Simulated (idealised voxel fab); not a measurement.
Presented below is a process module, voxel self aligned contacts.
For reference, the cross-section in this document is cut, with width 170 nm and square cells of 5 nm.
Cross-section spec: square-cell grid; bands listed top down; each band is one or more rows.
Band entry format. Leading values: height of top, height of bottom, nm. Remainder: materials in left-to-right order, each with its width in nm. Special words: "all across" on a single material, which then fills the band edge to edge; "air", empty space.
It should be noted that heights are counted from 0, beneath which the wafer as supplied is of one material throughout, and that the lowest band possesses no lower boundary but continues downward, as written in "0 nm and below".
The expression "30->40" gives the width at the extremes of the band, the first number at its top row of cells and the second at its bottom row, with the width changing by equal amounts from each row to the next in between.
"changes: none" means the step left every cell of the cross-section as it was.
Enclosed voids (no open way to top), threshold 8 cells or more, entry "Internal closed voids", notation width x height at distance, distance from left edge, nm.
Text after the settings on a step's line: the simulator's own remark on that step.
You can add "overlay nm" to a step's line. For a step with a mask, it describes how far the mask lay to the right of its planned position, and a negative number describes a lay to the left.

**Intended process steps**
1 RECEIVE | material Si
2 OXIDIZE | depth nm 5
3 DIRECTIONAL_DEP | material polySi | thk nm 30
4 DIRECTIONAL_DEP | material SiN | thk nm 20
5 PATTERN | tone cover | mask id GATE | material resist | width nm 25 | pitch nm 50 | thk nm 20 | overlay nm 0
6 DIRECTIONAL_ETCH | etch materials SiN | depth nm 20
7 DIRECTIONAL_ETCH | etch materials polySi | depth nm 30
8 STRIP | etch materials resist
9 CONFORMAL_DEP | material SiN | thk nm 5
10 DIRECTIONAL_ETCH | etch materials SiN | depth nm 5
11 FILL_DEP | material SiO2 | thk nm 15
12 CMP | height nm 55
13 MASKED_ETCH | tone open | mask id CONTACT | width nm 35 | etch materials SiO2 | depth nm 60 | overlay nm 0
14 CONFORMAL_DEP | material TiN | thk nm 5
15 FILL_DEP | material W | thk nm 10
16 CMP | height nm 55
17 CONFORMAL_DEP | material SiCN | thk nm 5

**Run as planned: first of two wafers**

**as received, after step 1**
- 0 nm and below  Si all across
- Internal closed voids: none

**After step 2: wafer cross-section**
- 0 nm to -5 nm  SiO2 all across
- Everything below -5 is unchanged.

**After step 3: wafer cross-section**
- 30 nm to 0 nm  polySi all across
- Everything below 0 is unchanged.

**After step 4: wafer cross-section**
- 50 nm to 30 nm  SiN all across
- Everything below 30 is unchanged.

**After step 5: wafer cross-section**
- 70 nm to 50 nm  air: 45 | resist: 25 | air: 25 | resist: 25 | air: 50
- Everything below 50 is unchanged.

**After step 6: wafer cross-section**
- 70 nm to 50 nm  air: 45 | resist: 25 | air: 25 | resist: 25 | air: 50
- 50 nm to 30 nm  air: 45 | SiN: 25 | air: 25 | SiN: 25 | air: 50
- Everything below 30 is unchanged.

**After step 7: wafer cross-section**
- 70 nm to 50 nm  air: 45 | resist: 25 | air: 25 | resist: 25 | air: 50
- 50 nm to 30 nm  air: 45 | SiN: 25 | air: 25 | SiN: 25 | air: 50
- 30 nm to 0 nm  air: 45 | polySi: 25 | air: 25 | polySi: 25 | air: 50
- Everything below 0 is unchanged.

**After step 8: wafer cross-section**
- 50 nm to 30 nm  air: 45 | SiN: 25 | air: 25 | SiN: 25 | air: 50
- Everything below 30 is unchanged.

**After step 9: wafer cross-section**
- 55 nm to 30 nm  air: 40 | SiN: 35 | air: 15 | SiN: 35 | air: 45
- 30 nm to 5 nm  air: 40 | SiN: 5 | polySi: 25 | SiN: 5 | air: 15 | SiN: 5 | polySi: 25 | SiN: 5 | air: 45
- 5 nm to 0 nm  SiN: 45 | polySi: 25 | SiN: 25 | polySi: 25 | SiN: 50
- Everything below 0 is unchanged.

**After step 10: wafer cross-section**
- 50 nm to 30 nm  air: 40 | SiN: 35 | air: 15 | SiN: 35 | air: 45
- 30 nm to 0 nm  air: 40 | SiN: 5 | polySi: 25 | SiN: 5 | air: 15 | SiN: 5 | polySi: 25 | SiN: 5 | air: 45
- Everything below 0 is unchanged.

**After step 11: wafer cross-section**
- 65 nm to 50 nm  SiO2 all across
- 50 nm to 30 nm  SiO2: 40 | SiN: 35 | SiO2: 15 | SiN: 35 | SiO2: 45
- 30 nm to 0 nm  SiO2: 40 | SiN: 5 | polySi: 25 | SiN: 5 | SiO2: 15 | SiN: 5 | polySi: 25 | SiN: 5 | SiO2: 45
- Everything below 0 is unchanged.

**After step 12: wafer cross-section**
- 55 nm to 50 nm  SiO2 all across
- Everything below 50 is unchanged.

**After step 13: wafer cross-section**
- 55 nm to 50 nm  SiO2: 65 | air: 35 | SiO2: 70
- 50 nm to 30 nm  SiO2: 40 | SiN: 35 | air: 15 | SiN: 35 | SiO2: 45
- 30 nm to 0 nm  SiO2: 40 | SiN: 5 | polySi: 25 | SiN: 5 | air: 15 | SiN: 5 | polySi: 25 | SiN: 5 | SiO2: 45
- 0 nm to -5 nm  SiO2: 75 | air: 15 | SiO2: 80
- Everything below -5 is unchanged.

**After step 14: wafer cross-section**
- 60 nm to 55 nm  TiN: 70 | air: 25 | TiN: 75
- 55 nm to 50 nm  SiO2: 65 | TiN: 15 | air: 5 | TiN: 15 | SiO2: 70
- 50 nm to 30 nm  SiO2: 40 | SiN: 35 | TiN: 5 | air: 5 | TiN: 5 | SiN: 35 | SiO2: 45
- 30 nm to 0 nm  SiO2: 40 | SiN: 5 | polySi: 25 | SiN: 5 | TiN: 5 | air: 5 | TiN: 5 | SiN: 5 | polySi: 25 | SiN: 5 | SiO2: 45
- 0 nm to -5 nm  SiO2: 75 | TiN: 15 | SiO2: 80
- Everything below -5 is unchanged.

**After step 15: wafer cross-section**
- 70 nm to 60 nm  W all across
- 60 nm to 55 nm  TiN: 70 | W: 25 | TiN: 75
- 55 nm to 50 nm  SiO2: 65 | TiN: 15 | W: 5 | TiN: 15 | SiO2: 70
- 50 nm to 30 nm  SiO2: 40 | SiN: 35 | TiN: 5 | W: 5 | TiN: 5 | SiN: 35 | SiO2: 45
- 30 nm to 0 nm  SiO2: 40 | SiN: 5 | polySi: 25 | SiN: 5 | TiN: 5 | W: 5 | TiN: 5 | SiN: 5 | polySi: 25 | SiN: 5 | SiO2: 45
- Everything below 0 is unchanged.

**After step 16: wafer cross-section**
- 55 nm to 50 nm  SiO2: 65 | TiN: 15 | W: 5 | TiN: 15 | SiO2: 70
- Everything below 50 is unchanged.

**After step 17: wafer cross-section**
- 60 nm to 55 nm  SiCN all across
- Everything below 55 is unchanged.

**Okay, second wafer. Nothing different at the start, nothing different in the plan, just one mistake somewhere in the running. As far as step 8, counting that step, it's the first wafer all over again**

**Planned end of step 9: second wafer, cross-section**
- 45 nm to 30 nm  air: 45 | SiN: 25 | air: 25 | SiN: 25 | air: 50
- Everything below 30 is unchanged.

**Planned end of step 10: second wafer, cross-section**
- 50 nm to 30 nm  air: 40 | SiN: 35 | air: 15 | SiN: 35 | air: 45
- 30 nm to 5 nm  air: 40 | SiN: 5 | polySi: 25 | SiN: 5 | air: 15 | SiN: 5 | polySi: 25 | SiN: 5 | air: 45
- 5 nm to 0 nm  SiN: 45 | polySi: 25 | SiN: 25 | polySi: 25 | SiN: 50
- Everything below 0 is unchanged.

**Planned end of step 11: second wafer, cross-section**
- 65 nm to 50 nm  SiO2 all across
- 50 nm to 30 nm  SiO2: 40 | SiN: 35 | SiO2: 15 | SiN: 35 | SiO2: 45
- 30 nm to 5 nm  SiO2: 40 | SiN: 5 | polySi: 25 | SiN: 5 | SiO2: 15 | SiN: 5 | polySi: 25 | SiN: 5 | SiO2: 45
- Everything below 5 is unchanged.

**Planned end of step 12: second wafer, cross-section**
- 55 nm to 50 nm  SiO2 all across
- Everything below 50 is unchanged.

**Planned end of step 13: second wafer, cross-section**
- 55 nm to 50 nm  SiO2: 65 | air: 35 | SiO2: 70
- 50 nm to 30 nm  SiO2: 40 | SiN: 35 | air: 15 | SiN: 35 | SiO2: 45
- 30 nm to 5 nm  SiO2: 40 | SiN: 5 | polySi: 25 | SiN: 5 | air: 15 | SiN: 5 | polySi: 25 | SiN: 5 | SiO2: 45
- Everything below 5 is unchanged.

**Planned end of step 14: second wafer, cross-section**
- 60 nm to 55 nm  TiN: 70 | air: 25 | TiN: 75
- 55 nm to 50 nm  SiO2: 65 | TiN: 15 | air: 5 | TiN: 15 | SiO2: 70
- 50 nm to 30 nm  SiO2: 40 | SiN: 35 | TiN: 5 | air: 5 | TiN: 5 | SiN: 35 | SiO2: 45
- 30 nm to 10 nm  SiO2: 40 | SiN: 5 | polySi: 25 | SiN: 5 | TiN: 5 | air: 5 | TiN: 5 | SiN: 5 | polySi: 25 | SiN: 5 | SiO2: 45
- 10 nm to 5 nm  SiO2: 40 | SiN: 5 | polySi: 25 | SiN: 5 | TiN: 15 | SiN: 5 | polySi: 25 | SiN: 5 | SiO2: 45
- Everything below 5 is unchanged.

**Planned end of step 15: second wafer, cross-section**
- 70 nm to 60 nm  W all across
- 60 nm to 55 nm  TiN: 70 | W: 25 | TiN: 75
- 55 nm to 50 nm  SiO2: 65 | TiN: 15 | W: 5 | TiN: 15 | SiO2: 70
- 50 nm to 30 nm  SiO2: 40 | SiN: 35 | TiN: 5 | W: 5 | TiN: 5 | SiN: 35 | SiO2: 45
- 30 nm to 10 nm  SiO2: 40 | SiN: 5 | polySi: 25 | SiN: 5 | TiN: 5 | W: 5 | TiN: 5 | SiN: 5 | polySi: 25 | SiN: 5 | SiO2: 45
- Everything below 10 is unchanged.

**Planned end of step 16: second wafer, cross-section**
- 55 nm to 50 nm  SiO2: 65 | TiN: 15 | W: 5 | TiN: 15 | SiO2: 70
- Everything below 50 is unchanged.

**Planned end of step 17: second wafer, cross-section**
- 60 nm to 55 nm  SiCN all across
- Everything below 55 is unchanged.
What was done differently from what was planned? the executed order of steps 9 and 10 is the reverse of that specified in the plan, each step having taken the other's position
Wrapping up, a cell-based count of both wafers puts the second over or under the first for these materials: SiN +20 | SiO2 -14 | TiN -4 | W -2
